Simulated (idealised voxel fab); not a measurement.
The process module presented herein is designated voxel released beams.
Cross-section cut: width 290 nm, square cells of 5 nm.
Just so we're on the same page, the cross-sections are grids of square cells, and they're listed out in bands top to bottom, each band one or more rows deep. The entry gives the band's vertical extent as a top height and a bottom height in nm, then its horizontal make-up as materials from left to right, each with a width in nm. "empty" stands for empty space; a single material marked "everywhere" fills the band edge to edge. Height 0 is the level under which the wafer as received is all one material. The lowest band goes on downwards, as in "0 and below". You'd read "30..40" like this: the band's top row of cells is as wide as the first number, its bottom row is as wide as the second, and going down, every row changes width by the same amount as the row before did. Reading "no alterations made" for a step: not a cell of the cross-section changed in it. Each empty space that has no open way to the top and spans at least 8 cells appears under "Fully sealed cavities" as width x height at distance, the distance counted from the left edge, all in nm. Text after the settings on a step's line: the simulator's own remark on that step. The "overlay nm" setting may appear on a step's line; for a step that uses a mask, it gives how far to the right of its planned position the mask lay, and a negative value indicates the left.
## Process steps foreseen in the plan
1 RECEIVE [material Si]
2 CONFORMAL_DEP [material Al2O3] [thk nm 5]
3 DIRECTIONAL_DEP [material SiO2] [thk nm 10]
4 PATTERN [tone open] [mask id ANCHOR] [material resist] [width nm 35] [thk nm 20] [overlay nm 0]
5 DIRECTIONAL_ETCH [etch materials SiO2] [depth nm 10]
6 STRIP [etch materials resist]
7 CONFORMAL_DEP [material SiN] [thk nm 10]
8 PATTERN [tone cover] [mask id BEAM] [material resist] [width nm 90] [thk nm 20] [overlay nm 0]
9 DIRECTIONAL_ETCH [etch materials SiN] [depth nm 10]
10 STRIP [etch materials resist]
11 STRIP [etch materials SiO2]
## This is the cross-section of the wafer as we received it, i.e. after step 1
    0 and below = Si everywhere
    Fully sealed cavities: none
## As-planned run: cross-section of the first of two wafers at end of module
    25 down to 15 = empty=95 / SiN=15 / empty=15 / SiN=60 / empty=105
    15 down to 5 = empty=100 / SiN=35 / empty=155
    5 down to 0 = Al2O3 everywhere
    0 and below = Si everywhere
    Fully sealed cavities: none
## The second wafer, shown in cross-section after the module: started the same way as the first and given the same plan, yet one mistake crept into how it was run
    25 down to 15 = empty=95 / SiN=10 / empty=15 / SiN=65 / empty=105
    15 down to 5 = empty=95 / SiN=35 / empty=160
    5 down to 0 = Al2O3 everywhere
    0 and below = Si everywhere
    Fully sealed cavities: none
Error vs. plan: off-plan run, step 4, actual operation and settings PATTERN [tone open] [mask id ANCHOR] [material resist] [width nm 35] [thk nm 20] [overlay nm -5]
In the final comparison it is observed that the number of cells assigned to each material is identical for the two wafers, whereas their placement is not.
